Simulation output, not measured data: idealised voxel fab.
Presented below is a process module, voxel wiring stack.
FYI the section here is cut, 280 nm wide, cells are 5 nm squares.
A cross-section is a grid of square cells, given in bands from the top down. A band is one or more rows of cells. In this notation a band is specified by the heights of its top and bottom, in that order and in nm, after which its materials appear from left to right, each paired with its width in nm. The word "full width" attached to a single material means that material fills the band from edge to edge; the word "empty" stands for empty space. Convention: height 0 is the level below which the wafer, as received, is all one material. The lowest band does not terminate at the bottom but continues downward, represented as "from 0 down". The width entry "30 to 40" should be interpreted row by row: the top row of cells in the band takes the first number, the bottom row takes the second number, and the change between adjacent rows is uniform throughout. Any step labelled "remains unaltered" changed none of the cells in the cross-section. Heads up: "Enclosed empty spaces" only lists the empty pockets with no open path to the top that are 8 cells or more, and it writes them as width x height at distance, distance from the left edge, in nm. It should be noted that, on the line of a given step, the content following the step's settings is a remark produced by the simulator itself with respect to that step. overlay nm: on a step with a mask, how far right of its planned place the mask lay; negative means left.
Listed below are the process steps as planned:
1. RECEIVE,material Si
2. CONFORMAL_DEP,material SiO2,thk nm 10
3. CONFORMAL_DEP,material SiN,thk nm 5
4. DIRECTIONAL_DEP,material SiO2,thk nm 20
5. MASKED_ETCH,tone open,mask id METAL_1,width nm 20,pitch nm 40,etch materials SiO2,depth nm 20,overlay nm 0
6. MASKED_ETCH,tone open,mask id METAL_1,width nm 20,pitch nm 40,etch materials SiN,depth nm 5,overlay nm 0
7. CONFORMAL_DEP,material TiN,thk nm 5
8. FILL_DEP,material Ru,thk nm 10
9. CMP,height nm 35
10. CONFORMAL_DEP,material SiCN,thk nm 5
11. DIRECTIONAL_DEP,material SiO2,thk nm 15
12. MASKED_ETCH,tone open,mask id PLUG_1,width nm 15,pitch nm 80,etch materials SiO2,depth nm 15,overlay nm 0
13. MASKED_ETCH,tone open,mask id PLUG_1,width nm 15,pitch nm 80,etch materials SiCN,depth nm 5,overlay nm 0
14. CONFORMAL_DEP,material TiN,thk nm 5
15. FILL_DEP,material W,thk nm 5
16. CMP,height nm 55
17. CONFORMAL_DEP,material SiN,thk nm 5
18. DIRECTIONAL_DEP,material lowk,thk nm 20
19. MASKED_ETCH,tone open,mask id METAL_2,width nm 20,pitch nm 40,etch materials lowk,depth nm 20,overlay nm 0
20. MASKED_ETCH,tone open,mask id METAL_2,width nm 20,pitch nm 40,etch materials SiN,depth nm 5,overlay nm 0
21. CONFORMAL_DEP,material TiN,thk nm 5
22. FILL_DEP,material Cu,thk nm 5
23. CMP,height nm 80
24. CONFORMAL_DEP,material SiCN,thk nm 5
25. DIRECTIONAL_DEP,material lowk,thk nm 35
26. MASKED_ETCH,tone open,mask id METAL_3,width nm 20,pitch nm 40,etch materials lowk,depth nm 20,overlay nm 0
27. DIRECTIONAL_DEP,material aC,thk nm 10
28. PATTERN,tone open,mask id METAL_3_HOLES,material resist,width nm 15,pitch nm 80,thk nm 25,overlay nm 0
29. DIRECTIONAL_ETCH,etch materials aC,depth nm 10
30. STRIP,etch materials resist
31. DIRECTIONAL_ETCH,etch materials lowk,depth nm 15
32. DIRECTIONAL_ETCH,etch materials SiCN,depth nm 5
33. STRIP,etch materials aC
34. CONFORMAL_DEP,material TiN,thk nm 5
35. FILL_DEP,material Cu,thk nm 10
36. CMP,height nm 120
37. CONFORMAL_DEP,material SiN,thk nm 5
Across this set of wafers, the varied parameter is the width nm of step 12. Starting conditions are identical for every wafer, and the plan reports the value assigned to the first wafer.
Received wafers, first of several: cross-section after step 1:
  from 0 down | Si full width
  Enclosed empty spaces: none
What follows is a table in which each wafer occupies a row; for the wafer as it stands at the close of the module, the row states, material by material, how many cells have been gained (+) or lost (-) since receipt, and then gives its closed voids:
width nm 15; +50 Cu; +24 Ru; +100 SiCN; +144 SiN; +438 SiO2; +136 TiN; +6 W; +502 lowk; Enclosed empty spaces: none
width nm 20; +50 Cu; +24 Ru; +100 SiCN; +144 SiN; +432 SiO2; +138 TiN; +10 W; +502 lowk; Enclosed empty spaces: none
width nm 25; +50 Cu; +24 Ru; +100 SiCN; +144 SiN; +426 SiO2; +140 TiN; +14 W; +502 lowk; Enclosed empty spaces: none
width nm 30; +50 Cu; +24 Ru; +100 SiCN; +144 SiN; +420 SiO2; +142 TiN; +18 W; +502 lowk; Enclosed empty spaces: none
